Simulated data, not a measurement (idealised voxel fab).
process module | voxel spacer lines
cross-section cut | 265 nm wide | cells 5 nm
A cross-section is a grid of square cells, given in bands from the top down. A band is one or more rows of cells.
Each band's line starts with the height of the band's top and of its bottom, in nm. Then come its materials from left to right, each with its width in nm. One material with "throughout" fills the band from edge to edge. "air" is empty space.
Height 0 is the level under which the wafer as received is all one material. The lowest band goes on downwards, as in "0 down".
A width such as "30 to 40" changes by the same amount from each row of cells to the next, from the band's top row to its bottom row.
"no change" after a step means that no cell of the cross-section changed.
closed voids: empty space of 8 cells or more with no open way to the top, each as width x height at its distance from the left edge, in nm
after a step's settings: what the simulator itself notes on the step
overlay nm, on a step with a mask: how far to the right of its planned place the mask lay; to the left if negative
plan
1 op RECEIVE | material Si
2 op CONFORMAL_DEP | material Al2O3 | thk nm 10
3 op DIRECTIONAL_DEP | material SiN | thk nm 10
4 op DIRECTIONAL_DEP | material aC | thk nm 30
5 op PATTERN | tone cover | mask id MANDREL | material resist | width nm 25 | pitch nm 80 | thk nm 35 | overlay nm 0
6 op DIRECTIONAL_ETCH | etch materials aC | depth nm 30
7 op STRIP | etch materials resist
8 op CONFORMAL_DEP | material SiO2 | thk nm 15
9 op DIRECTIONAL_ETCH | etch materials SiO2 | depth nm 15
10 op STRIP | etch materials aC
11 op DIRECTIONAL_ETCH | etch materials SiN | depth nm 10
12 op STRIP | etch materials SiO2
13 op FILL_DEP | material lowk | thk nm 10
14 op CMP | height nm 20
first wafer, as planned
as received, after step 1
  0 down: Si throughout
  closed voids: none
after step 2
  10 to 0: Al2O3 throughout
  below 0: unchanged
after step 3
  20 to 10: SiN throughout
  below 10: unchanged
after step 4
  50 to 20: aC throughout
  below 20: unchanged
after step 5
  85 to 50: air 40 | resist 25 | air 55 | resist 25 | air 55 | resist 25 | air 40
  below 50: unchanged
after step 6
  55 to 50: air 40 | resist 25 | air 55 | resist 25 | air 55 | resist 25 | air 40
  50 to 20: air 40 | aC 25 | air 55 | aC 25 | air 55 | aC 25 | air 40
  below 20: unchanged
after step 7
  50 to 20: air 40 | aC 25 | air 55 | aC 25 | air 55 | aC 25 | air 40
  below 20: unchanged
after step 8
  65 to 50: air 25 | SiO2 55 | air 25 | SiO2 55 | air 25 | SiO2 55 | air 25
  50 to 35: air 25 | SiO2 15 | aC 25 | SiO2 15 | air 25 | SiO2 15 | aC 25 | SiO2 15 | air 25 | SiO2 15 | aC 25 | SiO2 15 | air 25
  35 to 20: SiO2 40 | aC 25 | SiO2 55 | aC 25 | SiO2 55 | aC 25 | SiO2 40
  below 20: unchanged
after step 9
  50 to 20: air 25 | SiO2 15 | aC 25 | SiO2 15 | air 25 | SiO2 15 | aC 25 | SiO2 15 | air 25 | SiO2 15 | aC 25 | SiO2 15 | air 25
  below 20: unchanged
after step 10
  50 to 20: air 25 | SiO2 15 | air 25 | SiO2 15 | air 25 | SiO2 15 | air 25 | SiO2 15 | air 25 | SiO2 15 | air 25 | SiO2 15 | air 25
  below 20: unchanged
after step 11
  50 to 20: air 25 | SiO2 15 | air 25 | SiO2 15 | air 25 | SiO2 15 | air 25 | SiO2 15 | air 25 | SiO2 15 | air 25 | SiO2 15 | air 25
  20 to 10: air 25 | SiN 15 | air 25 | SiN 15 | air 25 | SiN 15 | air 25 | SiN 15 | air 25 | SiN 15 | air 25 | SiN 15 | air 25
  below 10: unchanged
after step 12
  20 to 10: air 25 | SiN 15 | air 25 | SiN 15 | air 25 | SiN 15 | air 25 | SiN 15 | air 25 | SiN 15 | air 25 | SiN 15 | air 25
  below 10: unchanged
after step 13
  30 to 20: lowk throughout
  20 to 10: lowk 25 | SiN 15 | lowk 25 | SiN 15 | lowk 25 | SiN 15 | lowk 25 | SiN 15 | lowk 25 | SiN 15 | lowk 25 | SiN 15 | lowk 25
  below 10: unchanged
after step 14
  20 to 10: lowk 25 | SiN 15 | lowk 25 | SiN 15 | lowk 25 | SiN 15 | lowk 25 | SiN 15 | lowk 25 | SiN 15 | lowk 25 | SiN 15 | lowk 25
  below 10: unchanged
second wafer: like start, like plan, one mistake. Through step 4 it matches the first wafer
when step 5 should have ended
  85 to 50: air 35 | resist 25 | air 55 | resist 25 | air 55 | resist 25 | air 45
  below 50: unchanged
when step 6 should have ended
  55 to 50: air 35 | resist 25 | air 55 | resist 25 | air 55 | resist 25 | air 45
  50 to 20: air 35 | aC 25 | air 55 | aC 25 | air 55 | aC 25 | air 45
  below 20: unchanged
when step 7 should have ended
  50 to 20: air 35 | aC 25 | air 55 | aC 25 | air 55 | aC 25 | air 45
  below 20: unchanged
when step 8 should have ended
  65 to 50: air 20 | SiO2 55 | air 25 | SiO2 55 | air 25 | SiO2 55 | air 30
  50 to 35: air 20 | SiO2 15 | aC 25 | SiO2 15 | air 25 | SiO2 15 | aC 25 | SiO2 15 | air 25 | SiO2 15 | aC 25 | SiO2 15 | air 30
  35 to 20: SiO2 35 | aC 25 | SiO2 55 | aC 25 | SiO2 55 | aC 25 | SiO2 45
  below 20: unchanged
when step 9 should have ended
  50 to 20: air 20 | SiO2 15 | aC 25 | SiO2 15 | air 25 | SiO2 15 | aC 25 | SiO2 15 | air 25 | SiO2 15 | aC 25 | SiO2 15 | air 30
  below 20: unchanged
when step 10 should have ended
  50 to 20: air 20 | SiO2 15 | air 25 | SiO2 15 | air 25 | SiO2 15 | air 25 | SiO2 15 | air 25 | SiO2 15 | air 25 | SiO2 15 | air 30
  below 20: unchanged
when step 11 should have ended
  50 to 20: air 20 | SiO2 15 | air 25 | SiO2 15 | air 25 | SiO2 15 | air 25 | SiO2 15 | air 25 | SiO2 15 | air 25 | SiO2 15 | air 30
  20 to 10: air 20 | SiN 15 | air 25 | SiN 15 | air 25 | SiN 15 | air 25 | SiN 15 | air 25 | SiN 15 | air 25 | SiN 15 | air 30
  below 10: unchanged
when step 12 should have ended
  20 to 10: air 20 | SiN 15 | air 25 | SiN 15 | air 25 | SiN 15 | air 25 | SiN 15 | air 25 | SiN 15 | air 25 | SiN 15 | air 30
  below 10: unchanged
when step 13 should have ended
  30 to 20: lowk throughout
  20 to 10: lowk 20 | SiN 15 | lowk 25 | SiN 15 | lowk 25 | SiN 15 | lowk 25 | SiN 15 | lowk 25 | SiN 15 | lowk 25 | SiN 15 | lowk 30
  below 10: unchanged
when step 14 should have ended
  20 to 10: lowk 20 | SiN 15 | lowk 25 | SiN 15 | lowk 25 | SiN 15 | lowk 25 | SiN 15 | lowk 25 | SiN 15 | lowk 25 | SiN 15 | lowk 30
  below 10: unchanged
what went wrong: step 5 ran as: op PATTERN | tone cover | mask id MANDREL | material resist | width nm 25 | pitch nm 80 | thk nm 35 | overlay nm -5
at the end the second wafer has, in cells: as many of each material as the first, in other places
